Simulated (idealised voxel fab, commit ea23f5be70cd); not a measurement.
Proc. module: voxel trench capacitor
Cross-section cut spans 280 nm and uses square cells 5 nm in size.
Cross-section format: a grid of square cells, given as bands from top to bottom; each band is one or more rows of cells. Within each band entry, the heights of the top and of the bottom of the band appear first, in that order and in nm; the materials of the band then follow from left to right, each with its corresponding width in nm. The designation "edge to edge" on a single material indicates that it fills the band from edge to edge; the designation "air" indicates empty space. Height 0 is the level under which the wafer as received is all one material. The lowest band goes on downwards, as in "0..down". Width "30->40": first value at the band's top row of cells, second value at its bottom row, equal change from row to row. "nothing changed" after a step means that no cell of the cross-section changed. Closed-off voids of 8+ cells (no open route to the top) go in "Enclosed voids", written width x height at distance from the left edge, in nm. Anything after a step's settings on that line? It's the simulator's own note about the step. Among the settings permitted on a step's line is "overlay nm"; applied to a step with a mask, it specifies the extent to which the mask lay to the right of its planned position, whereas a negative figure signifies a position to the left.
**Process steps foreseen in the plan**
1. RECEIVE,material Si
2. CONFORMAL_DEP,material SiN,thk nm 10
3. DIRECTIONAL_DEP,material aC,thk nm 15
4. PATTERN,tone open,mask id TRENCH,material resist,width nm 30,pitch nm 45,thk nm 35,overlay nm 0
5. DIRECTIONAL_ETCH,etch materials aC,depth nm 15
6. STRIP,etch materials resist
7. DIRECTIONAL_ETCH,etch materials SiN,depth nm 10
8. DIRECTIONAL_ETCH,etch materials Si,depth nm 30
9. STRIP,etch materials aC
10. CONFORMAL_DEP,material HfO2,thk nm 5
11. CONFORMAL_DEP,material TiN,thk nm 5
12. FILL_DEP,material W,thk nm 10
13. CMP,height nm 10
**as received, after step 1**
0..down | Si edge to edge
Enclosed voids: none
**Final wafer profile in cross-section after the module, from the same start and plan as above, with one mistake made during processing**
10..0 | SiN (100) / TiN (5) / HfO2 (5) / W (10) / HfO2 (5) / TiN (5) / SiN (15) / TiN (5) / HfO2 (5) / W (10) / HfO2 (5) / TiN (5) / SiN (105)
0..-20 | Si (100) / TiN (5) / HfO2 (5) / W (10) / HfO2 (5) / TiN (5) / Si (15) / TiN (5) / HfO2 (5) / W (10) / HfO2 (5) / TiN (5) / Si (105)
-20..-25 | Si (100) / TiN (5) / HfO2 (20) / TiN (5) / Si (15) / TiN (5) / HfO2 (20) / TiN (5) / Si (105)
-25..-30 | Si (100) / TiN (30) / Si (15) / TiN (30) / Si (105)
-30..down | Si edge to edge
Enclosed voids: none
What went wrong in running the wafer? steps 10 and 11 were swapped
